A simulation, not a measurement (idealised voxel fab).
The process module presented herein is designated voxel wiring stack.
Section shown: cut. Width: 235 nm. Cell size: 5 nm, square.
Cross-section, as written here: a square-cell grid given band by band from the top down, where a band holds one or more rows of cells.
This entry defines a band. It first specifies the height of the band's top and the height of its bottom in nm, and then specifies the band's materials from left to right, stating each material with its width in nm. The word "edge to edge" identifies a single material that fills the band from edge to edge, while the word "air" identifies empty space.
Where do heights start? At 0: under that level the wafer as delivered is made of one material only. And the lowest band has no floor; it just carries on downward, as in "z 0 and below".
The notation "30->40" denotes a width that varies across the rows of cells in the band, beginning at the first number in the top row, finishing at the second number in the bottom row, and changing by an identical amount from each row to the next.
The cross-section has no changed cell in any step marked "no change".
What "Trapped cavities" gives you is every empty space of 8 cells or more that is cut off from the top. Each appears as width x height at distance, with the distance taken from the left edge and width, height and distance all in nm.
On a step's line, text after the settings is the simulator commenting on that step.
Among the settings permitted on a step's line is "overlay nm"; applied to a step with a mask, it specifies the extent to which the mask lay to the right of its planned position, whereas a negative figure signifies a position to the left.
The planned process steps are enumerated hereunder
1 RECEIVE with material Si
2 CONFORMAL_DEP with material SiO2, thk nm 15
3 DIRECTIONAL_DEP with material TiN, thk nm 5
4 DIRECTIONAL_DEP with material W, thk nm 15
5 PATTERN with tone cover, mask id METAL_1, material resist, width nm 25, pitch nm 55, thk nm 20, overlay nm 0
6 DIRECTIONAL_ETCH with etch materials W, depth nm 15
7 DIRECTIONAL_ETCH with etch materials TiN, depth nm 5
8 STRIP with etch materials resist
9 CONFORMAL_DEP with material SiN, thk nm 5
10 FILL_DEP with material lowk, thk nm 10
11 CMP with height nm 35
12 CONFORMAL_DEP with material SiCN, thk nm 5
13 DIRECTIONAL_DEP with material SiO2, thk nm 20
14 DIRECTIONAL_DEP with material aC, thk nm 10
15 PATTERN with tone open, mask id PLUG_1, material resist, width nm 15, pitch nm 110, thk nm 30, overlay nm 0
16 DIRECTIONAL_ETCH with etch materials aC, depth nm 10
17 STRIP with etch materials resist
18 DIRECTIONAL_ETCH with etch materials SiO2, depth nm 20
19 DIRECTIONAL_ETCH with etch materials SiCN, depth nm 5
20 STRIP with etch materials aC
21 CONFORMAL_DEP with material TiN, thk nm 5
22 FILL_DEP with material Ru, thk nm 5
23 CMP with height nm 60
24 DIRECTIONAL_DEP with material TiN, thk nm 5
25 DIRECTIONAL_DEP with material Ru, thk nm 25
26 PATTERN with tone cover, mask id METAL_2, material resist, width nm 25, pitch nm 55, thk nm 20, overlay nm 0
27 DIRECTIONAL_ETCH with etch materials Ru, depth nm 25
28 DIRECTIONAL_ETCH with etch materials TiN, depth nm 5
29 STRIP with etch materials resist
30 FILL_DEP with material SiO2, thk nm 5
31 CMP with height nm 90
32 CONFORMAL_DEP with material SiCN, thk nm 5
33 DIRECTIONAL_DEP with material lowk, thk nm 25
34 MASKED_ETCH with tone open, mask id METAL_3_HOLES, width nm 15, pitch nm 110, etch materials lowk, depth nm 25, overlay nm 0
35 PATTERN with tone open, mask id METAL_3, material resist, width nm 25, pitch nm 55, thk nm 20, overlay nm 0
36 DIRECTIONAL_ETCH with etch materials lowk, depth nm 15
37 DIRECTIONAL_ETCH with etch materials SiCN, depth nm 5
38 STRIP with etch materials resist
39 CONFORMAL_DEP with material TiN, thk nm 5
40 FILL_DEP with material Cu, thk nm 10
41 CMP with height nm 120
42 CONFORMAL_DEP with material SiCN, thk nm 5
43 DIRECTIONAL_DEP with material SiO2, thk nm 15
44 PATTERN with tone open, mask id PLUG_3, material resist, width nm 15, pitch nm 55, thk nm 20, overlay nm 0
45 DIRECTIONAL_ETCH with etch materials SiO2, depth nm 15
46 DIRECTIONAL_ETCH with etch materials SiCN, depth nm 5
47 STRIP with etch materials resist
48 EPI with material Ru, thk nm 10
49 EPI with material Ru, thk nm 10
50 CONFORMAL_DEP with material SiCN, thk nm 5
51 DIRECTIONAL_DEP with material lowk, thk nm 15
52 MASKED_ETCH with tone open, mask id METAL_4, width nm 25, pitch nm 55, etch materials lowk, depth nm 15, overlay nm 0
53 MASKED_ETCH with tone open, mask id METAL_4, width nm 25, pitch nm 55, etch materials SiCN, depth nm 5, overlay nm 0
54 CONFORMAL_DEP with material TiN, thk nm 5
55 FILL_DEP with material Cu, thk nm 10
56 CMP with height nm 160
57 EPI with material Ru, thk nm 5
58 FILL_DEP with material SiCN, thk nm 5
Wafer at receipt (post step 1), cross-section
    z 0 and below: Si edge to edge
    Trapped cavities: none
Module complete - cross-section of the first of two wafers, run according to plan
    z 170 to 165: SiCN edge to edge
    z 165 to 160: 15 SiCN, 35 Ru, 20 SiCN, 35 Ru, 20 SiCN, 35 Ru, 20 SiCN, 35 Ru, 20 SiCN
    z 160 to 145: 20 lowk, 5 TiN, 15 Cu, 5 TiN, 30 lowk, 5 TiN, 15 Cu, 5 TiN, 30 lowk, 5 TiN, 15 Cu, 5 TiN, 30 lowk, 5 TiN, 15 Cu, 5 TiN, 25 lowk
    z 145 to 140: 20 SiCN, 25 TiN, 30 SiCN, 25 TiN, 30 SiCN, 25 TiN, 30 SiCN, 25 TiN, 25 SiCN
    z 140 to 125: 20 SiO2, 15 Ru, 40 SiO2, 15 Ru, 40 SiO2, 15 Ru, 40 SiO2, 15 Ru, 35 SiO2
    z 125 to 120: 20 SiCN, 15 Ru, 40 SiCN, 15 Ru, 40 SiCN, 15 Ru, 40 SiCN, 15 Ru, 35 SiCN
    z 120 to 110: 20 lowk, 5 TiN, 15 Cu, 5 TiN, 30 lowk, 5 TiN, 15 Cu, 5 TiN, 30 lowk, 5 TiN, 15 Cu, 5 TiN, 30 lowk, 5 TiN, 15 Cu, 5 TiN, 25 lowk
    z 110 to 105: 20 lowk, 5 TiN, 5 Cu, 15 TiN, 30 lowk, 25 TiN, 30 lowk, 5 TiN, 5 Cu, 15 TiN, 30 lowk, 25 TiN, 25 lowk
    z 105 to 95: 20 lowk, 5 TiN, 5 Cu, 5 TiN, 95 lowk, 5 TiN, 5 Cu, 5 TiN, 90 lowk
    z 95 to 90: 20 SiCN, 15 TiN, 95 SiCN, 15 TiN, 90 SiCN
    z 90 to 65: 20 SiO2, 25 Ru, 30 SiO2, 25 Ru, 30 SiO2, 25 Ru, 30 SiO2, 25 Ru, 25 SiO2
    z 65 to 60: 20 SiO2, 25 TiN, 30 SiO2, 25 TiN, 30 SiO2, 25 TiN, 30 SiO2, 25 TiN, 25 SiO2
    z 60 to 40: 20 SiO2, 5 TiN, 5 Ru, 5 TiN, 95 SiO2, 5 TiN, 5 Ru, 5 TiN, 90 SiO2
    z 40 to 35: 20 SiCN, 15 TiN, 95 SiCN, 15 TiN, 90 SiCN
    z 35 to 20: 15 lowk, 5 SiN, 25 W, 5 SiN, 20 lowk, 5 SiN, 25 W, 5 SiN, 20 lowk, 5 SiN, 25 W, 5 SiN, 20 lowk, 5 SiN, 25 W, 5 SiN, 20 lowk
    z 20 to 15: 20 SiN, 25 TiN, 30 SiN, 25 TiN, 30 SiN, 25 TiN, 30 SiN, 25 TiN, 25 SiN
    z 15 to 0: SiO2 edge to edge
    z 0 and below: Si edge to edge
    Trapped cavities: none
This cross-section belongs to the second wafer of two at the end of the module; the start and the plan were shared with the first, and the run included one mistake
    z 170 to 165: SiCN edge to edge
    z 165 to 160: 15 SiCN, 35 Ru, 20 SiCN, 35 Ru, 20 SiCN, 35 Ru, 20 SiCN, 35 Ru, 20 SiCN
    z 160 to 145: 20 lowk, 5 TiN, 15 Cu, 5 TiN, 30 lowk, 5 TiN, 15 Cu, 5 TiN, 30 lowk, 5 TiN, 15 Cu, 5 TiN, 30 lowk, 5 TiN, 15 Cu, 5 TiN, 25 lowk
    z 145 to 140: 20 SiCN, 25 TiN, 30 SiCN, 25 TiN, 30 SiCN, 25 TiN, 30 SiCN, 25 TiN, 25 SiCN
    z 140 to 125: 20 SiO2, 15 Ru, 40 SiO2, 15 Ru, 40 SiO2, 15 Ru, 40 SiO2, 15 Ru, 35 SiO2
    z 125 to 120: 20 SiCN, 15 Ru, 40 SiCN, 15 Ru, 40 SiCN, 15 Ru, 40 SiCN, 15 Ru, 35 SiCN
    z 120 to 110: 20 lowk, 5 TiN, 15 Cu, 5 TiN, 30 lowk, 5 TiN, 15 Cu, 5 TiN, 30 lowk, 5 TiN, 15 Cu, 5 TiN, 30 lowk, 5 TiN, 15 Cu, 5 TiN, 25 lowk
    z 110 to 105: 20 lowk, 5 TiN, 5 Cu, 15 TiN, 30 lowk, 25 TiN, 30 lowk, 5 TiN, 5 Cu, 15 TiN, 30 lowk, 25 TiN, 25 lowk
    z 105 to 95: 20 lowk, 5 TiN, 5 Cu, 5 TiN, 95 lowk, 5 TiN, 5 Cu, 5 TiN, 90 lowk
    z 95 to 90: 20 SiCN, 15 TiN, 95 SiCN, 15 TiN, 90 SiCN
    z 90 to 65: 20 SiO2, 25 Ru, 30 SiO2, 25 Ru, 30 SiO2, 25 Ru, 30 SiO2, 25 Ru, 25 SiO2
    z 65 to 60: 20 SiO2, 25 TiN, 30 SiO2, 25 TiN, 30 SiO2, 25 TiN, 30 SiO2, 25 TiN, 25 SiO2
    z 60 to 40: 15 SiO2, 5 TiN, 5 Ru, 5 TiN, 95 SiO2, 5 TiN, 5 Ru, 5 TiN, 95 SiO2
    z 40 to 35: 15 SiCN, 15 TiN, 95 SiCN, 15 TiN, 95 SiCN
    z 35 to 20: 15 lowk, 5 SiN, 25 W, 5 SiN, 20 lowk, 5 SiN, 25 W, 5 SiN, 20 lowk, 5 SiN, 25 W, 5 SiN, 20 lowk, 5 SiN, 25 W, 5 SiN, 20 lowk
    z 20 to 15: 20 SiN, 25 TiN, 30 SiN, 25 TiN, 30 SiN, 25 TiN, 30 SiN, 25 TiN, 25 SiN
    z 15 to 0: SiO2 edge to edge
    z 0 and below: Si edge to edge
    Trapped cavities: none
Short version of what went wrong: rather than as planned, step 15 actually ran as PATTERN with tone open, mask id PLUG_1, material resist, width nm 15, pitch nm 110, thk nm 30, overlay nm -5
Cell counts per material: same on both final wafers. Positions: different.
